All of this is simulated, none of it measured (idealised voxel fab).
You're looking at the process module voxel ribs on slabs.
Shown is cross-section cut, with a width of 150 nm and square cells of size 5 nm.
Cross-section, as written here: a square-cell grid given band by band from the top down, where a band holds one or more rows of cells.
Heads up on the band format: heights come first, top then bottom, in nm. After that it's the materials left to right, each with its width in nm. A single material flagged "everywhere" fills the whole band edge to edge, and "empty" means there's empty space there.
Heads up on the height convention: 0 is the point under which the incoming wafer is all one material, and the lowest band has no bottom, it just keeps going down, like "top 0, no bottom".
So if you see something like "30..40" for the width, read it as the top row of the band sitting at the first number and the bottom row at the second, with every row in between moving by the same amount as the last.
For the purposes of this document, the phrase "no modification" attached to a step denotes that no cell within the cross-section was modified by that step.
Any empty space of 8 cells or more lacking an open way to the top shows up in "Enclosed voids" as width x height at distance, distance from the left edge, in nm.
If you see something after the settings on a step's line, that's the simulator's own remark about that step.
What "overlay nm" on a step's line means: if the step has a mask, that mask lay this far to the right of its planned place, or, when the value is negative, to the left.

## Here's what the planned process steps look like
| 1 | RECEIVE with material Si |
| 2 | DIRECTIONAL_DEP with material SiO2, thk nm 20 |
| 3 | DIRECTIONAL_DEP with material SiN, thk nm 25 |
| 4 | PATTERN with tone cover, mask id RIB, material resist, width nm 30, thk nm 20, overlay nm 0 |
| 5 | DIRECTIONAL_ETCH with etch materials SiN, depth nm 10 |
| 6 | STRIP with etch materials resist |
| 7 | PATTERN with tone cover, mask id SLAB, material resist, width nm 80, thk nm 20, overlay nm 0 |
| 8 | DIRECTIONAL_ETCH with etch materials SiN, depth nm 15 |
| 9 | STRIP with etch materials resist |
| 10 | FILL_DEP with material SiO2, thk nm 30 |
| 11 | CMP with height nm 65 |
| 12 | DIRECTIONAL_DEP with material W, thk nm 5 |
| 13 | MASKED_ETCH with tone cover, mask id HEATER, width nm 40, etch materials W, depth nm 5, overlay nm 0 |
| 14 | CONFORMAL_DEP with material SiO2, thk nm 5 |

## Cross-section of the incoming wafer, state after step 1
top 0, no bottom  Si everywhere
Enclosed voids: none

## The first of the two wafers as seen in cross-section once the module was finished; processing followed the plan
top 75, bottom 70  50 nm empty, then 50 nm SiO2, then 50 nm empty
top 70, bottom 65  55 nm SiO2, then 40 nm W, then 55 nm SiO2
top 65, bottom 45  SiO2 everywhere
top 45, bottom 35  60 nm SiO2, then 30 nm SiN, then 60 nm SiO2
top 35, bottom 20  35 nm SiO2, then 80 nm SiN, then 35 nm SiO2
top 20, bottom 0  SiO2 everywhere
top 0, no bottom  Si everywhere
Enclosed voids: none

## Presented here is a cross-section of the second of the two wafers as it stood at the end of the module. It was started in the same manner and assigned the same plan as the first wafer; however, one mistake was made in its execution
top 75, bottom 45  SiO2 everywhere
top 45, bottom 35  60 nm SiO2, then 30 nm SiN, then 60 nm SiO2
top 35, bottom 20  35 nm SiO2, then 80 nm SiN, then 35 nm SiO2
top 20, bottom 0  SiO2 everywhere
top 0, no bottom  Si everywhere
Enclosed voids: none
Short version of what went wrong: not per plan at step 12, really ran DIRECTIONAL_DEP with material SiO2, thk nm 5
Count the cells at the end and the second wafer has more or fewer of some materials than the first: 28 more of SiO2; 8 fewer of W
